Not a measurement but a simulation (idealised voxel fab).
Process module name: voxel wiring stack
The width of the displayed cross-section, cut, is 265 nm; its cells are square, with a size of 5 nm.
Notation: cross-section as square-cell grid; stated in bands, top first, going down; one or more cell rows per band. Top height, bottom height, nm. Materials left to right, width each, nm. Single material + "all across" = fills band edge to edge. "air" = empty. Convention: height 0 is the level below which the wafer, as received, is all one material. The lowest band does not terminate at the bottom but continues downward, represented as "0 down". Think of "30..40" as a width that walks from the first number to the second as you go down the band, top row to bottom row, taking equal-sized steps from row to row. You'll sometimes find "no alterations made" written for a step, and that's the way of saying that nowhere in the cross-section did a cell change during that step. The entry titled "Closed void listing" provides the empty spaces that have no open way to the top, restricted to those of 8 cells or more. Each is presented as width x height at distance, the distance being measured from the left edge, with all three in nm. Where a step's line continues beyond its settings, the continuation is a remark by the simulator itself on that step. "overlay nm" answers the question of how far to the right of plan the mask lay on a step that has a mask, and when it is negative the answer is to the left.
The following list gives the planned process steps
1) RECEIVE,material Si
2) CONFORMAL_DEP,material SiO2,thk nm 15
3) DIRECTIONAL_DEP,material TiN,thk nm 5
4) DIRECTIONAL_DEP,material Ru,thk nm 25
5) MASKED_ETCH,tone cover,mask id METAL_1,width nm 20,pitch nm 35,etch materials Ru,depth nm 25,overlay nm 0
6) MASKED_ETCH,tone cover,mask id METAL_1,width nm 20,pitch nm 35,etch materials TiN,depth nm 5,overlay nm 0
7) CONFORMAL_DEP,material SiCN,thk nm 5
8) FILL_DEP,material lowk,thk nm 5
9) CMP,height nm 45
10) CONFORMAL_DEP,material SiCN,thk nm 5
11) DIRECTIONAL_DEP,material SiO2,thk nm 30
12) MASKED_ETCH,tone open,mask id METAL_2,width nm 20,pitch nm 35,etch materials SiO2,depth nm 15,overlay nm 0
13) DIRECTIONAL_DEP,material aC,thk nm 10
14) PATTERN,tone open,mask id METAL_2_HOLES,material resist,width nm 15,pitch nm 70,thk nm 25,overlay nm 0
15) DIRECTIONAL_ETCH,etch materials aC,depth nm 10
16) STRIP,etch materials resist
17) DIRECTIONAL_ETCH,etch materials SiO2,depth nm 15
18) DIRECTIONAL_ETCH,etch materials SiCN,depth nm 5
19) STRIP,etch materials aC
20) CONFORMAL_DEP,material TiN,thk nm 5
21) FILL_DEP,material Ru,thk nm 10
22) CMP,height nm 80
23) CONFORMAL_DEP,material SiCN,thk nm 5
24) DIRECTIONAL_DEP,material lowk,thk nm 15
25) MASKED_ETCH,tone open,mask id PLUG_2,width nm 15,pitch nm 35,etch materials lowk,depth nm 15,overlay nm 0
26) MASKED_ETCH,tone open,mask id PLUG_2,width nm 15,pitch nm 35,etch materials SiCN,depth nm 5,overlay nm 0
27) CONFORMAL_DEP,material TiN,thk nm 5
28) FILL_DEP,material Cu,thk nm 10
29) CMP,height nm 100
30) DIRECTIONAL_DEP,material TiN,thk nm 5
31) DIRECTIONAL_DEP,material W,thk nm 15
32) DIRECTIONAL_DEP,material aC,thk nm 15
33) PATTERN,tone cover,mask id METAL_3,material resist,width nm 20,pitch nm 35,thk nm 35,overlay nm 0
34) DIRECTIONAL_ETCH,etch materials aC,depth nm 15
35) STRIP,etch materials resist
36) DIRECTIONAL_ETCH,etch materials W,depth nm 15
37) DIRECTIONAL_ETCH,etch materials TiN,depth nm 5
38) STRIP,etch materials aC
39) CONFORMAL_DEP,material SiCN,thk nm 5
40) FILL_DEP,material SiO2,thk nm 10
41) CMP,height nm 120
42) CONFORMAL_DEP,material SiN,thk nm 5
Wafer, first of two, run as planned
Wafer cross-section on receipt, i.e. after step 1
> 0 down | Si all across
> Closed void listing: none
Take a look at the wafer's cross-section after step 2
> 15 to 0 | SiO2 all across
> Note: structure below 0 unchanged.
Take a look at the wafer's cross-section after step 3
> 20 to 15 | TiN all across
> Note: structure below 15 unchanged.
Take a look at the wafer's cross-section after step 4
> 45 to 20 | Ru all across
> Note: structure below 20 unchanged.
Take a look at the wafer's cross-section after step 5
> 45 to 20 | air: 85, Ru: 20, air: 15, Ru: 20, air: 15, Ru: 20, air: 90
> Note: structure below 20 unchanged.
Take a look at the wafer's cross-section after step 6
> 45 to 20 | air: 85, Ru: 20, air: 15, Ru: 20, air: 15, Ru: 20, air: 90
> 20 to 15 | air: 85, TiN: 20, air: 15, TiN: 20, air: 15, TiN: 20, air: 90
> Note: structure below 15 unchanged.
Take a look at the wafer's cross-section after step 7
> 50 to 45 | air: 80, SiCN: 30, air: 5, SiCN: 30, air: 5, SiCN: 30, air: 85
> 45 to 20 | air: 80, SiCN: 5, Ru: 20, SiCN: 5, air: 5, SiCN: 5, Ru: 20, SiCN: 5, air: 5, SiCN: 5, Ru: 20, SiCN: 5, air: 85
> 20 to 15 | SiCN: 85, TiN: 20, SiCN: 15, TiN: 20, SiCN: 15, TiN: 20, SiCN: 90
> Note: structure below 15 unchanged.
Take a look at the wafer's cross-section after step 8
> 55 to 50 | lowk all across
> 50 to 45 | lowk: 80, SiCN: 30, lowk: 5, SiCN: 30, lowk: 5, SiCN: 30, lowk: 85
> 45 to 20 | lowk: 80, SiCN: 5, Ru: 20, SiCN: 5, lowk: 5, SiCN: 5, Ru: 20, SiCN: 5, lowk: 5, SiCN: 5, Ru: 20, SiCN: 5, lowk: 85
> Note: structure below 20 unchanged.
Take a look at the wafer's cross-section after step 9
> 45 to 20 | lowk: 80, SiCN: 5, Ru: 20, SiCN: 5, lowk: 5, SiCN: 5, Ru: 20, SiCN: 5, lowk: 5, SiCN: 5, Ru: 20, SiCN: 5, lowk: 85
> Note: structure below 20 unchanged.
Take a look at the wafer's cross-section after step 10
> 50 to 45 | SiCN all across
> Note: structure below 45 unchanged.
Take a look at the wafer's cross-section after step 11
> 80 to 50 | SiO2 all across
> Note: structure below 50 unchanged.
Take a look at the wafer's cross-section after step 12
> 80 to 65 | SiO2: 85, air: 20, SiO2: 15, air: 20, SiO2: 15, air: 20, SiO2: 90
> Note: structure below 65 unchanged.
Take a look at the wafer's cross-section after step 13
> 90 to 80 | aC: 85, air: 20, aC: 15, air: 20, aC: 15, air: 20, aC: 90
> 80 to 75 | SiO2: 85, air: 20, SiO2: 15, air: 20, SiO2: 15, air: 20, SiO2: 90
> 75 to 65 | SiO2: 85, aC: 20, SiO2: 15, aC: 20, SiO2: 15, aC: 20, SiO2: 90
> Note: structure below 65 unchanged.
Take a look at the wafer's cross-section after step 14
> 115 to 90 | resist: 85, air: 15, resist: 55, air: 15, resist: 95
> 90 to 80 | aC: 85, air: 15, resist: 5, aC: 15, resist: 20, aC: 15, air: 15, resist: 5, aC: 90
> 80 to 75 | SiO2: 85, air: 15, resist: 5, SiO2: 15, resist: 20, SiO2: 15, air: 15, resist: 5, SiO2: 90
> Note: structure below 75 unchanged.
Take a look at the wafer's cross-section after step 15
> 105 to 90 | resist: 85, air: 15, resist: 55, air: 15, resist: 95
> 90 to 80 | aC: 85, air: 15, resist: 5, aC: 15, resist: 20, aC: 15, air: 15, resist: 5, aC: 90
> 80 to 75 | SiO2: 85, air: 15, resist: 5, SiO2: 15, resist: 20, SiO2: 15, air: 15, resist: 5, SiO2: 90
> 75 to 65 | SiO2: 85, air: 15, aC: 5, SiO2: 15, aC: 20, SiO2: 15, air: 15, aC: 5, SiO2: 90
> Note: structure below 65 unchanged.
Take a look at the wafer's cross-section after step 16
> 90 to 80 | aC: 85, air: 20, aC: 15, air: 20, aC: 15, air: 20, aC: 90
> 80 to 75 | SiO2: 85, air: 20, SiO2: 15, air: 20, SiO2: 15, air: 20, SiO2: 90
> Note: structure below 75 unchanged.
Take a look at the wafer's cross-section after step 17
> 90 to 80 | aC: 85, air: 20, aC: 15, air: 20, aC: 15, air: 20, aC: 90
> 80 to 75 | SiO2: 85, air: 20, SiO2: 15, air: 20, SiO2: 15, air: 20, SiO2: 90
> 75 to 65 | SiO2: 85, air: 15, aC: 5, SiO2: 15, aC: 20, SiO2: 15, air: 15, aC: 5, SiO2: 90
> 65 to 50 | SiO2: 85, air: 15, SiO2: 55, air: 15, SiO2: 95
> Note: structure below 50 unchanged.
Take a look at the wafer's cross-section after step 18
> 90 to 80 | aC: 85, air: 20, aC: 15, air: 20, aC: 15, air: 20, aC: 90
> 80 to 75 | SiO2: 85, air: 20, SiO2: 15, air: 20, SiO2: 15, air: 20, SiO2: 90
> 75 to 65 | SiO2: 85, air: 15, aC: 5, SiO2: 15, aC: 20, SiO2: 15, air: 15, aC: 5, SiO2: 90
> 65 to 50 | SiO2: 85, air: 15, SiO2: 55, air: 15, SiO2: 95
> 50 to 45 | SiCN: 85, air: 15, SiCN: 55, air: 15, SiCN: 95
> Note: structure below 45 unchanged.
Take a look at the wafer's cross-section after step 19
> 80 to 65 | SiO2: 85, air: 20, SiO2: 15, air: 20, SiO2: 15, air: 20, SiO2: 90
> Note: structure below 65 unchanged.
Take a look at the wafer's cross-section after step 20
> 85 to 80 | TiN: 90, air: 10, TiN: 25, air: 10, TiN: 25, air: 10, TiN: 95
> 80 to 70 | SiO2: 85, TiN: 5, air: 10, TiN: 5, SiO2: 15, TiN: 5, air: 10, TiN: 5, SiO2: 15, TiN: 5, air: 10, TiN: 5, SiO2: 90
> 70 to 65 | SiO2: 85, TiN: 5, air: 5, TiN: 10, SiO2: 15, TiN: 20, SiO2: 15, TiN: 5, air: 5, TiN: 10, SiO2: 90
> 65 to 50 | SiO2: 85, TiN: 5, air: 5, TiN: 5, SiO2: 55, TiN: 5, air: 5, TiN: 5, SiO2: 95
> 50 to 45 | SiCN: 85, TiN: 15, SiCN: 55, TiN: 15, SiCN: 95
> Note: structure below 45 unchanged.
Take a look at the wafer's cross-section after step 21
> 95 to 85 | Ru all across
> 85 to 80 | TiN: 90, Ru: 10, TiN: 25, Ru: 10, TiN: 25, Ru: 10, TiN: 95
> 80 to 70 | SiO2: 85, TiN: 5, Ru: 10, TiN: 5, SiO2: 15, TiN: 5, Ru: 10, TiN: 5, SiO2: 15, TiN: 5, Ru: 10, TiN: 5, SiO2: 90
> 70 to 65 | SiO2: 85, TiN: 5, Ru: 5, TiN: 10, SiO2: 15, TiN: 20, SiO2: 15, TiN: 5, Ru: 5, TiN: 10, SiO2: 90
> 65 to 50 | SiO2: 85, TiN: 5, Ru: 5, TiN: 5, SiO2: 55, TiN: 5, Ru: 5, TiN: 5, SiO2: 95
> Note: structure below 50 unchanged.
Take a look at the wafer's cross-section after step 22
> 80 to 70 | SiO2: 85, TiN: 5, Ru: 10, TiN: 5, SiO2: 15, TiN: 5, Ru: 10, TiN: 5, SiO2: 15, TiN: 5, Ru: 10, TiN: 5, SiO2: 90
> Note: structure below 70 unchanged.
Take a look at the wafer's cross-section after step 23
> 85 to 80 | SiCN all across
> Note: structure below 80 unchanged.
Take a look at the wafer's cross-section after step 24
> 100 to 85 | lowk all across
> Note: structure below 85 unchanged.
Take a look at the wafer's cross-section after step 25
> 100 to 85 | lowk: 85, air: 15, lowk: 20, air: 15, lowk: 20, air: 15, lowk: 95
> Note: structure below 85 unchanged.
Take a look at the wafer's cross-section after step 26
> 100 to 85 | lowk: 85, air: 15, lowk: 20, air: 15, lowk: 20, air: 15, lowk: 95
> 85 to 80 | SiCN: 85, air: 15, SiCN: 20, air: 15, SiCN: 20, air: 15, SiCN: 95
> Note: structure below 80 unchanged.
Take a look at the wafer's cross-section after step 27
> 105 to 100 | TiN: 90, air: 5, TiN: 30, air: 5, TiN: 30, air: 5, TiN: 100
> 100 to 85 | lowk: 85, TiN: 5, air: 5, TiN: 5, lowk: 20, TiN: 5, air: 5, TiN: 5, lowk: 20, TiN: 5, air: 5, TiN: 5, lowk: 95
> 85 to 80 | SiCN: 85, TiN: 15, SiCN: 20, TiN: 15, SiCN: 20, TiN: 15, SiCN: 95
> Note: structure below 80 unchanged.
Take a look at the wafer's cross-section after step 28
> 115 to 105 | Cu all across
> 105 to 100 | TiN: 90, Cu: 5, TiN: 30, Cu: 5, TiN: 30, Cu: 5, TiN: 100
> 100 to 85 | lowk: 85, TiN: 5, Cu: 5, TiN: 5, lowk: 20, TiN: 5, Cu: 5, TiN: 5, lowk: 20, TiN: 5, Cu: 5, TiN: 5, lowk: 95
> Note: structure below 85 unchanged.
Take a look at the wafer's cross-section after step 29
> 100 to 85 | lowk: 85, TiN: 5, Cu: 5, TiN: 5, lowk: 20, TiN: 5, Cu: 5, TiN: 5, lowk: 20, TiN: 5, Cu: 5, TiN: 5, lowk: 95
> Note: structure below 85 unchanged.
Take a look at the wafer's cross-section after step 30
> 105 to 100 | TiN all across
> Note: structure below 100 unchanged.
Take a look at the wafer's cross-section after step 31
> 120 to 105 | W all across
> Note: structure below 105 unchanged.
Take a look at the wafer's cross-section after step 32
> 135 to 120 | aC all across
> Note: structure below 120 unchanged.
Take a look at the wafer's cross-section after step 33
> 170 to 135 | air: 85, resist: 20, air: 15, resist: 20, air: 15, resist: 20, air: 90
> Note: structure below 135 unchanged.
Take a look at the wafer's cross-section after step 34
> 155 to 135 | air: 85, resist: 20, air: 15, resist: 20, air: 15, resist: 20, air: 90
> 135 to 120 | air: 85, aC: 20, air: 15, aC: 20, air: 15, aC: 20, air: 90
> Note: structure below 120 unchanged.
Take a look at the wafer's cross-section after step 35
> 135 to 120 | air: 85, aC: 20, air: 15, aC: 20, air: 15, aC: 20, air: 90
> Note: structure below 120 unchanged.
Take a look at the wafer's cross-section after step 36
> 135 to 120 | air: 85, aC: 20, air: 15, aC: 20, air: 15, aC: 20, air: 90
> 120 to 105 | air: 85, W: 20, air: 15, W: 20, air: 15, W: 20, air: 90
> Note: structure below 105 unchanged.
Take a look at the wafer's cross-section after step 37
> 135 to 120 | air: 85, aC: 20, air: 15, aC: 20, air: 15, aC: 20, air: 90
> 120 to 105 | air: 85, W: 20, air: 15, W: 20, air: 15, W: 20, air: 90
> 105 to 100 | air: 85, TiN: 20, air: 15, TiN: 20, air: 15, TiN: 20, air: 90
> Note: structure below 100 unchanged.
Take a look at the wafer's cross-section after step 38
> 120 to 105 | air: 85, W: 20, air: 15, W: 20, air: 15, W: 20, air: 90
> Note: structure below 105 unchanged.
Take a look at the wafer's cross-section after step 39
> 125 to 120 | air: 80, SiCN: 30, air: 5, SiCN: 30, air: 5, SiCN: 30, air: 85
> 120 to 105 | air: 80, SiCN: 5, W: 20, SiCN: 5, air: 5, SiCN: 5, W: 20, SiCN: 5, air: 5, SiCN: 5, W: 20, SiCN: 5, air: 85
> 105 to 100 | SiCN: 85, TiN: 20, SiCN: 15, TiN: 20, SiCN: 15, TiN: 20, SiCN: 90
> Note: structure below 100 unchanged.
Take a look at the wafer's cross-section after step 40
> 135 to 125 | SiO2 all across
> 125 to 120 | SiO2: 80, SiCN: 30, SiO2: 5, SiCN: 30, SiO2: 5, SiCN: 30, SiO2: 85
> 120 to 105 | SiO2: 80, SiCN: 5, W: 20, SiCN: 5, SiO2: 5, SiCN: 5, W: 20, SiCN: 5, SiO2: 5, SiCN: 5, W: 20, SiCN: 5, SiO2: 85
> Note: structure below 105 unchanged.
Take a look at the wafer's cross-section after step 41
> 120 to 105 | SiO2: 80, SiCN: 5, W: 20, SiCN: 5, SiO2: 5, SiCN: 5, W: 20, SiCN: 5, SiO2: 5, SiCN: 5, W: 20, SiCN: 5, SiO2: 85
> Note: structure below 105 unchanged.
Take a look at the wafer's cross-section after step 42
> 125 to 120 | SiN all across
> Note: structure below 120 unchanged.
Second Wafer (Identical Start and Plan, One Processing Error; Matches First Wafer Through Step 11)
The second wafer in cross-section, at the planned close of step 12
> 80 to 65 | SiO2: 90, air: 15, SiO2: 20, air: 15, SiO2: 20, air: 15, SiO2: 90
> Note: structure below 65 unchanged.
The second wafer in cross-section, at the planned close of step 13
> 90 to 80 | aC: 90, air: 15, aC: 20, air: 15, aC: 20, air: 15, aC: 90
> 80 to 75 | SiO2: 90, air: 15, SiO2: 20, air: 15, SiO2: 20, air: 15, SiO2: 90
> 75 to 65 | SiO2: 90, aC: 15, SiO2: 20, aC: 15, SiO2: 20, aC: 15, SiO2: 90
> Note: structure below 65 unchanged.
The second wafer in cross-section, at the planned close of step 14
> 115 to 90 | resist: 85, air: 15, resist: 55, air: 15, resist: 95
> 90 to 80 | aC: 90, air: 10, resist: 5, aC: 20, resist: 15, aC: 20, air: 10, resist: 5, aC: 90
> 80 to 75 | SiO2: 90, air: 10, resist: 5, SiO2: 20, resist: 15, SiO2: 20, air: 10, resist: 5, SiO2: 90
> Note: structure below 75 unchanged.
The second wafer in cross-section, at the planned close of step 15
> 105 to 90 | resist: 85, air: 15, resist: 55, air: 15, resist: 95
> 90 to 80 | aC: 85, air: 15, resist: 5, aC: 20, resist: 15, aC: 15, air: 15, resist: 5, aC: 90
> 80 to 75 | SiO2: 90, air: 10, resist: 5, SiO2: 20, resist: 15, SiO2: 20, air: 10, resist: 5, SiO2: 90
> 75 to 65 | SiO2: 90, air: 10, aC: 5, SiO2: 20, aC: 15, SiO2: 20, air: 10, aC: 5, SiO2: 90
> Note: structure below 65 unchanged.
The second wafer in cross-section, at the planned close of step 16
> 90 to 80 | aC: 85, air: 20, aC: 20, air: 15, aC: 15, air: 20, aC: 90
> 80 to 75 | SiO2: 90, air: 15, SiO2: 20, air: 15, SiO2: 20, air: 15, SiO2: 90
> Note: structure below 75 unchanged.
The second wafer in cross-section, at the planned close of step 17
> 90 to 80 | aC: 85, air: 20, aC: 20, air: 15, aC: 15, air: 20, aC: 90
> 80 to 75 | SiO2: 85, air: 20, SiO2: 20, air: 15, SiO2: 15, air: 20, SiO2: 90
> 75 to 65 | SiO2: 85, air: 15, aC: 5, SiO2: 20, aC: 15, SiO2: 15, air: 15, aC: 5, SiO2: 90
> 65 to 50 | SiO2: 90, air: 10, SiO2: 60, air: 10, SiO2: 95
> Note: structure below 50 unchanged.
The second wafer in cross-section, at the planned close of step 18
> 90 to 80 | aC: 85, air: 20, aC: 20, air: 15, aC: 15, air: 20, aC: 90
> 80 to 75 | SiO2: 85, air: 20, SiO2: 20, air: 15, SiO2: 15, air: 20, SiO2: 90
> 75 to 65 | SiO2: 85, air: 15, aC: 5, SiO2: 20, aC: 15, SiO2: 15, air: 15, aC: 5, SiO2: 90
> 65 to 50 | SiO2: 90, air: 10, SiO2: 60, air: 10, SiO2: 95
> 50 to 45 | SiCN: 90, air: 10, SiCN: 60, air: 10, SiCN: 95
> Note: structure below 45 unchanged.
The second wafer in cross-section, at the planned close of step 19
> 80 to 65 | SiO2: 85, air: 20, SiO2: 20, air: 15, SiO2: 15, air: 20, SiO2: 90
> Note: structure below 65 unchanged.
The second wafer in cross-section, at the planned close of step 20
> 85 to 80 | TiN: 90, air: 10, TiN: 30, air: 5, TiN: 25, air: 10, TiN: 95
> 80 to 70 | SiO2: 85, TiN: 5, air: 10, TiN: 5, SiO2: 20, TiN: 5, air: 5, TiN: 5, SiO2: 15, TiN: 5, air: 10, TiN: 5, SiO2: 90
> 70 to 65 | SiO2: 85, TiN: 20, SiO2: 20, TiN: 15, SiO2: 15, TiN: 20, SiO2: 90
> 65 to 50 | SiO2: 90, TiN: 10, SiO2: 60, TiN: 10, SiO2: 95
> 50 to 45 | SiCN: 90, TiN: 10, SiCN: 60, TiN: 10, SiCN: 95
> Note: structure below 45 unchanged.
The second wafer in cross-section, at the planned close of step 21
> 95 to 85 | Ru all across
> 85 to 80 | TiN: 90, Ru: 10, TiN: 30, Ru: 5, TiN: 25, Ru: 10, TiN: 95
> 80 to 70 | SiO2: 85, TiN: 5, Ru: 10, TiN: 5, SiO2: 20, TiN: 5, Ru: 5, TiN: 5, SiO2: 15, TiN: 5, Ru: 10, TiN: 5, SiO2: 90
> Note: structure below 70 unchanged.
The second wafer in cross-section, at the planned close of step 22
> 80 to 70 | SiO2: 85, TiN: 5, Ru: 10, TiN: 5, SiO2: 20, TiN: 5, Ru: 5, TiN: 5, SiO2: 15, TiN: 5, Ru: 10, TiN: 5, SiO2: 90
> Note: structure below 70 unchanged.
The second wafer in cross-section, at the planned close of step 23
> 85 to 80 | SiCN all across
> Note: structure below 80 unchanged.
The second wafer in cross-section, at the planned close of step 24
> 100 to 85 | lowk all across
> Note: structure below 85 unchanged.
The second wafer in cross-section, at the planned close of step 25
> 100 to 85 | lowk: 85, air: 15, lowk: 20, air: 15, lowk: 20, air: 15, lowk: 95
> Note: structure below 85 unchanged.
The second wafer in cross-section, at the planned close of step 26
> 100 to 85 | lowk: 85, air: 15, lowk: 20, air: 15, lowk: 20, air: 15, lowk: 95
> 85 to 80 | SiCN: 85, air: 15, SiCN: 20, air: 15, SiCN: 20, air: 15, SiCN: 95
> Note: structure below 80 unchanged.
The second wafer in cross-section, at the planned close of step 27
> 105 to 100 | TiN: 90, air: 5, TiN: 30, air: 5, TiN: 30, air: 5, TiN: 100
> 100 to 85 | lowk: 85, TiN: 5, air: 5, TiN: 5, lowk: 20, TiN: 5, air: 5, TiN: 5, lowk: 20, TiN: 5, air: 5, TiN: 5, lowk: 95
> 85 to 80 | SiCN: 85, TiN: 15, SiCN: 20, TiN: 15, SiCN: 20, TiN: 15, SiCN: 95
> Note: structure below 80 unchanged.
The second wafer in cross-section, at the planned close of step 28
> 115 to 105 | Cu all across
> 105 to 100 | TiN: 90, Cu: 5, TiN: 30, Cu: 5, TiN: 30, Cu: 5, TiN: 100
> 100 to 85 | lowk: 85, TiN: 5, Cu: 5, TiN: 5, lowk: 20, TiN: 5, Cu: 5, TiN: 5, lowk: 20, TiN: 5, Cu: 5, TiN: 5, lowk: 95
> Note: structure below 85 unchanged.
The second wafer in cross-section, at the planned close of step 29
> 100 to 85 | lowk: 85, TiN: 5, Cu: 5, TiN: 5, lowk: 20, TiN: 5, Cu: 5, TiN: 5, lowk: 20, TiN: 5, Cu: 5, TiN: 5, lowk: 95
> Note: structure below 85 unchanged.
The second wafer in cross-section, at the planned close of step 30
> 105 to 100 | TiN all across
> Note: structure below 100 unchanged.
The second wafer in cross-section, at the planned close of step 31
> 120 to 105 | W all across
> Note: structure below 105 unchanged.
The second wafer in cross-section, at the planned close of step 32
> 135 to 120 | aC all across
> Note: structure below 120 unchanged.
The second wafer in cross-section, at the planned close of step 33
> 170 to 135 | air: 85, resist: 20, air: 15, resist: 20, air: 15, resist: 20, air: 90
> Note: structure below 135 unchanged.
The second wafer in cross-section, at the planned close of step 34
> 155 to 135 | air: 85, resist: 20, air: 15, resist: 20, air: 15, resist: 20, air: 90
> 135 to 120 | air: 85, aC: 20, air: 15, aC: 20, air: 15, aC: 20, air: 90
> Note: structure below 120 unchanged.
The second wafer in cross-section, at the planned close of step 35
> 135 to 120 | air: 85, aC: 20, air: 15, aC: 20, air: 15, aC: 20, air: 90
> Note: structure below 120 unchanged.
The second wafer in cross-section, at the planned close of step 36
> 135 to 120 | air: 85, aC: 20, air: 15, aC: 20, air: 15, aC: 20, air: 90
> 120 to 105 | air: 85, W: 20, air: 15, W: 20, air: 15, W: 20, air: 90
> Note: structure below 105 unchanged.
The second wafer in cross-section, at the planned close of step 37
> 135 to 120 | air: 85, aC: 20, air: 15, aC: 20, air: 15, aC: 20, air: 90
> 120 to 105 | air: 85, W: 20, air: 15, W: 20, air: 15, W: 20, air: 90
> 105 to 100 | air: 85, TiN: 20, air: 15, TiN: 20, air: 15, TiN: 20, air: 90
> Note: structure below 100 unchanged.
The second wafer in cross-section, at the planned close of step 38
> 120 to 105 | air: 85, W: 20, air: 15, W: 20, air: 15, W: 20, air: 90
> Note: structure below 105 unchanged.
The second wafer in cross-section, at the planned close of step 39
> 125 to 120 | air: 80, SiCN: 30, air: 5, SiCN: 30, air: 5, SiCN: 30, air: 85
> 120 to 105 | air: 80, SiCN: 5, W: 20, SiCN: 5, air: 5, SiCN: 5, W: 20, SiCN: 5, air: 5, SiCN: 5, W: 20, SiCN: 5, air: 85
> 105 to 100 | SiCN: 85, TiN: 20, SiCN: 15, TiN: 20, SiCN: 15, TiN: 20, SiCN: 90
> Note: structure below 100 unchanged.
The second wafer in cross-section, at the planned close of step 40
> 135 to 125 | SiO2 all across
> 125 to 120 | SiO2: 80, SiCN: 30, SiO2: 5, SiCN: 30, SiO2: 5, SiCN: 30, SiO2: 85
> 120 to 105 | SiO2: 80, SiCN: 5, W: 20, SiCN: 5, SiO2: 5, SiCN: 5, W: 20, SiCN: 5, SiO2: 5, SiCN: 5, W: 20, SiCN: 5, SiO2: 85
> Note: structure below 105 unchanged.
The second wafer in cross-section, at the planned close of step 41
> 120 to 105 | SiO2: 80, SiCN: 5, W: 20, SiCN: 5, SiO2: 5, SiCN: 5, W: 20, SiCN: 5, SiO2: 5, SiCN: 5, W: 20, SiCN: 5, SiO2: 85
> Note: structure below 105 unchanged.
The second wafer in cross-section, at the planned close of step 42
> 125 to 120 | SiN all across
> Note: structure below 120 unchanged.
Processing error: planned and actual differ for step 12; actual: MASKED_ETCH,tone open,mask id METAL_2,width nm 15,pitch nm 35,etch materials SiO2,depth nm 15,overlay nm 0
End of process, cell counts, second wafer against first, materials with more or fewer: Ru -10, SiCN +2, SiO2 +9, TiN -1
